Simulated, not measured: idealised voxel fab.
The document below concerns the process module designated voxel self aligned contacts.
For reference, the cross-section in this document is cut, with width 260 nm and square cells of 5 nm.
Just so we're on the same page, the cross-sections are grids of square cells, and they're listed out in bands top to bottom, each band one or more rows deep. Heads up on the band format: heights come first, top then bottom, in nm. After that it's the materials left to right, each with its width in nm. A single material flagged "throughout" fills the whole band edge to edge, and "blank" means there's empty space there. Heights are reckoned from 0. Under this level, the received wafer is all of one material. The bottommost band is open-ended downward, for example "z 0 and below". The two numbers in a width such as "30->40" mark its ends across the band: the first belongs to the top row of cells, the second to the bottom row, and from each row to the next the width moves by the same amount. "all unchanged" means the step left every cell of the cross-section as it was. "Entrapped void list" specifies each empty space that is not open to the top and that occupies no fewer than 8 cells, using the form width x height at distance, the distance measured from the left edge and all three quantities in nm. Read whatever lies past the settings on a step's line as the simulator's own remark about the step. Steps that use a mask can have "overlay nm" on their line. It says how far the mask sat to the right of where it was meant to be. Negative means to the left.

# This section lists the process steps that were planned
1,RECEIVE with material Si
2,OXIDIZE with depth nm 5
3,DIRECTIONAL_DEP with material polySi, thk nm 30
4,DIRECTIONAL_DEP with material SiN, thk nm 15
5,MASKED_ETCH with tone cover, mask id GATE, width nm 25, pitch nm 60, etch materials SiN, depth nm 15, overlay nm 0
6,MASKED_ETCH with tone cover, mask id GATE, width nm 25, pitch nm 60, etch materials polySi, depth nm 30, overlay nm 0
7,CONFORMAL_DEP with material SiN, thk nm 5
8,DIRECTIONAL_ETCH with etch materials SiN, depth nm 5
9,FILL_DEP with material SiO2, thk nm 20
10,CMP with height nm 55
11,MASKED_ETCH with tone open, mask id CONTACT, width nm 45, etch materials SiO2, depth nm 60, overlay nm 0
12,CONFORMAL_DEP with material TiN, thk nm 5
13,FILL_DEP with material W, thk nm 10
14,CMP with height nm 55
15,CONFORMAL_DEP with material SiN, thk nm 5
What sets these wafers apart? The thk nm at step 15. They all start alike, and the plan carries the first wafer's value.

# First of several wafers, received after step 1, in cross-section
> z 0 and below | Si throughout
> Entrapped void list: none

# Note: the following table is arranged by wafer, a row apiece. Each row reports the end-of-module state: per material, cells gained (+) or cells lost (-) compared with the wafer as received; closed voids follow
thk nm 5 | -52 Si | +118 SiN | +430 SiO2 | +31 TiN | +37 W | +60 polySi | Entrapped void list: none
thk nm 10 | -52 Si | +170 SiN | +430 SiO2 | +31 TiN | +37 W | +60 polySi | Entrapped void list: none
thk nm 15 | -52 Si | +222 SiN | +430 SiO2 | +31 TiN | +37 W | +60 polySi | Entrapped void list: none
thk nm 20 | -52 Si | +274 SiN | +430 SiO2 | +31 TiN | +37 W | +60 polySi | Entrapped void list: none
